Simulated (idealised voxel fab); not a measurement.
Process module in this document: voxel transistor to metal
The cross-section on display is named cut; it measures 195 nm wide, and its cells are 5 nm squares.
Cross-section format: a grid of square cells, given as bands from top to bottom; each band is one or more rows of cells.
A band entry consists of two parts. The first gives the height of the band's top and the height of its bottom, in nm. The rest lists the band's materials from left to right, each with its width in nm. A single material labelled with the word "throughout" fills the band from edge to edge, and the word "air" marks empty space.
Heights are measured from 0, the level below which the as-received wafer is all one material; the lowest band has no bottom and continues downward, written as in "0..down".
Per-row width for "30..40": begins at first number (top row of band), ends at second number (bottom row), increment between rows held constant.
"no change occurred" -> step changed no cross-section cell.
Look at "Encapsulated voids" for the closed voids: empty spaces with no open path to the top, sized 8 cells or up. Each is width x height at distance, distance from the left edge, all nm.
It should be noted that, on the line of a given step, the content following the step's settings is a remark produced by the simulator itself with respect to that step.
The optional step-line setting "overlay nm" applies to steps with a mask and quantifies how far to the right of its planned location the mask lay, a negative value indicating leftward placement.
[Below is the list of planned process steps]
1,RECEIVE,material Si
2,OXIDIZE,depth nm 5
3,CONFORMAL_DEP,material SiN,thk nm 15
4,MASKED_ETCH,tone cover,mask id ACTIVE,width nm 105,etch materials SiN,depth nm 15,overlay nm 0
5,MASKED_ETCH,tone cover,mask id ACTIVE,width nm 105,etch materials SiO2,depth nm 5,overlay nm 0
6,MASKED_ETCH,tone cover,mask id ACTIVE,width nm 105,etch materials Si,depth nm 20,overlay nm 0
7,FILL_DEP,material SiO2,thk nm 5
8,CMP,height nm 15
9,SELECTIVE_ETCH,etch materials SiO2,depth nm 5
10,STRIP,etch materials SiN
11,SELECTIVE_ETCH,etch materials SiO2,depth nm 5
12,OXIDIZE,depth nm 5
13,DIRECTIONAL_DEP,material polySi,thk nm 25
14,DIRECTIONAL_DEP,material SiCN,thk nm 10
15,DIRECTIONAL_DEP,material aC,thk nm 15
16,PATTERN,tone cover,mask id GATE,material resist,width nm 35,thk nm 30,overlay nm 0
17,DIRECTIONAL_ETCH,etch materials aC,depth nm 15
18,STRIP,etch materials resist
19,DIRECTIONAL_ETCH,etch materials SiCN,depth nm 20
20,DIRECTIONAL_ETCH,etch materials polySi,depth nm 35
21,STRIP,etch materials aC
22,CONFORMAL_DEP,material SiN,thk nm 5
23,DIRECTIONAL_ETCH,etch materials SiN,depth nm 5
24,DIRECTIONAL_ETCH,etch materials SiO2,depth nm 5
25,DIRECTIONAL_ETCH,etch materials Si,depth nm 5
26,EPI,material pSi,thk nm 5
27,FILL_DEP,material SiO2,thk nm 5
28,CMP,height nm 20
29,STRIP,etch materials polySi
30,SELECTIVE_ETCH,etch materials SiO2,depth nm 5
31,CONFORMAL_DEP,material HfO2,thk nm 5
32,CONFORMAL_DEP,material TiN,thk nm 5
33,FILL_DEP,material W,thk nm 5
34,CMP,height nm 15
35,DIRECTIONAL_DEP,material SiO2,thk nm 10
36,PATTERN,tone open,mask id CONTACT,material resist,width nm 15,pitch nm 80,thk nm 20,overlay nm 0
37,DIRECTIONAL_ETCH,etch materials SiO2,depth nm 35
38,STRIP,etch materials resist
39,CONFORMAL_DEP,material TiN,thk nm 5
40,FILL_DEP,material Ru,thk nm 10
41,CMP,height nm 25
42,DIRECTIONAL_DEP,material TiN,thk nm 5
43,DIRECTIONAL_DEP,material Ru,thk nm 25
44,MASKED_ETCH,tone cover,mask id METAL_1,width nm 15,pitch nm 80,etch materials Ru,depth nm 25,overlay nm 0
45,MASKED_ETCH,tone cover,mask id METAL_1,width nm 15,pitch nm 80,etch materials TiN,depth nm 5,overlay nm 0
46,FILL_DEP,material SiO2,thk nm 5
47,CMP,height nm 55
48,CONFORMAL_DEP,material SiN,thk nm 5
[Cross-section of the wafer upon arrival, representing the state reached after step 1]
    0..down: Si throughout
    Encapsulated voids: none
[The plan above was carried out on the starting structure above with one mistake, and this cross-section shows the wafer at the end of the module]
    60..55: SiN throughout
    55..45: SiO2 (50), Ru (15), SiO2 (65), Ru (15), SiO2 (50)
    45..40: SiO2 (50), TiN (15), SiO2 (65), TiN (15), SiO2 (50)
    40..30: Ru throughout
    30..25: TiN (55), Ru (5), TiN (75), Ru (5), TiN (55)
    25..15: SiO2 (50), TiN (5), Ru (5), TiN (5), SiO2 (65), TiN (5), Ru (5), TiN (5), SiO2 (50)
    15..5: SiO2 (50), TiN (5), Ru (5), TiN (5), SiO2 (10), SiN (5), HfO2 (5), TiN (5), W (15), TiN (5), HfO2 (5), SiN (5), SiO2 (10), TiN (5), Ru (5), TiN (5), SiO2 (50)
    5..0: SiO2 (40), SiN (5), SiO2 (5), TiN (5), Ru (5), TiN (5), SiO2 (10), SiN (5), HfO2 (5), TiN (5), W (15), TiN (5), HfO2 (5), SiN (5), SiO2 (10), TiN (5), Ru (5), TiN (5), SiO2 (5), SiN (5), SiO2 (40)
    0..-5: SiO2 (40), SiN (5), SiO2 (5), TiN (5), Ru (5), TiN (5), SiO2 (10), SiN (5), HfO2 (5), TiN (25), HfO2 (5), SiN (5), SiO2 (10), TiN (5), Ru (5), TiN (5), SiO2 (5), SiN (5), SiO2 (40)
    -5..-10: SiO2 (50), TiN (15), SiO2 (5), pSi (5), HfO2 (45), pSi (5), SiO2 (5), TiN (15), SiO2 (50)
    -10..-15: SiO2 (45), pSi (30), Si (45), pSi (30), SiO2 (45)
    -15..-25: SiO2 (45), Si (105), SiO2 (45)
    -25..down: Si throughout
    Encapsulated voids: none
The plan and the run diverged here: plan step 41 skipped
